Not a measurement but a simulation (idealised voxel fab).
Documented hereafter: the process module known as voxel released beams.
Xsec cut, 260 nm wide, square cell size 5 nm.
Just so we're on the same page, the cross-sections are grids of square cells, and they're listed out in bands top to bottom, each band one or more rows deep. Heads up on the band format: heights come first, top then bottom, in nm. After that it's the materials left to right, each with its width in nm. A single material flagged "throughout" fills the whole band edge to edge, and "blank" means there's empty space there. Where do heights start? At 0: under that level the wafer as delivered is made of one material only. And the lowest band has no floor; it just carries on downward, as in "0 down". Width "30 to 40": first value at the band's top row of cells, second value at its bottom row, equal change from row to row. "left unchanged" -> step changed no cross-section cell. Heads up: "Enclosed void list" only lists the empty pockets with no open path to the top that are 8 cells or more, and it writes them as width x height at distance, distance from the left edge, in nm. What comes after the settings on a step's line is commentary from the simulator itself on that step. The setting "overlay nm" may be written on the line of a step. When the step uses a mask, the value reports how far to the right of the planned place the mask lay, and a negative value reports that it lay to the left.

## Here's what the planned process steps look like
- 1: RECEIVE [material Si]
- 2: CONFORMAL_DEP [material SiN] [thk nm 5]
- 3: DIRECTIONAL_DEP [material SiO2] [thk nm 20]
- 4: DIRECTIONAL_DEP [material aC] [thk nm 15]
- 5: PATTERN [tone open] [mask id ANCHOR] [material resist] [width nm 25] [thk nm 35] [overlay nm 0]
- 6: DIRECTIONAL_ETCH [etch materials aC] [depth nm 15]
- 7: STRIP [etch materials resist]
- 8: DIRECTIONAL_ETCH [etch materials SiO2] [depth nm 20]
- 9: STRIP [etch materials aC]
- 10: CONFORMAL_DEP [material TiN] [thk nm 10]
- 11: MASKED_ETCH [tone cover] [mask id BEAM] [width nm 100] [etch materials TiN] [depth nm 10] [overlay nm 0]
- 12: STRIP [etch materials SiO2]

## This is the cross-section of the wafer as we received it, i.e. after step 1
> 0 down = Si throughout
> Enclosed void list: none

## Looking at the first of two wafers in cross-section at end of module - ran to plan
> 35 to 25 = blank 75  TiN 15  blank 5  TiN 80  blank 85
> 25 to 15 = blank 80  TiN 10  blank 5  TiN 10  blank 155
> 15 to 5 = blank 80  TiN 25  blank 155
> 5 to 0 = SiN throughout
> 0 down = Si throughout
> Enclosed void list: none

## Here's the second of our two wafers sectioned at module end. Same start as the first, same plan, but one mistake got made running it
> 35 to 25 = blank 75  TiN 5  blank 5  TiN 90  blank 85
> 25 to 15 = blank 70  TiN 10  blank 5  TiN 10  blank 165
> 15 to 5 = blank 70  TiN 25  blank 165
> 5 to 0 = SiN throughout
> 0 down = Si throughout
> Enclosed void list: none
Finding, execution versus plan: note that step 5 departed from the planned setting and was carried out as PATTERN [tone open] [mask id ANCHOR] [material resist] [width nm 25] [thk nm 35] [overlay nm -10]
Upon completion, the cell count for each material on the second wafer equals that on the first, whereas the spatial distribution of those cells differs.
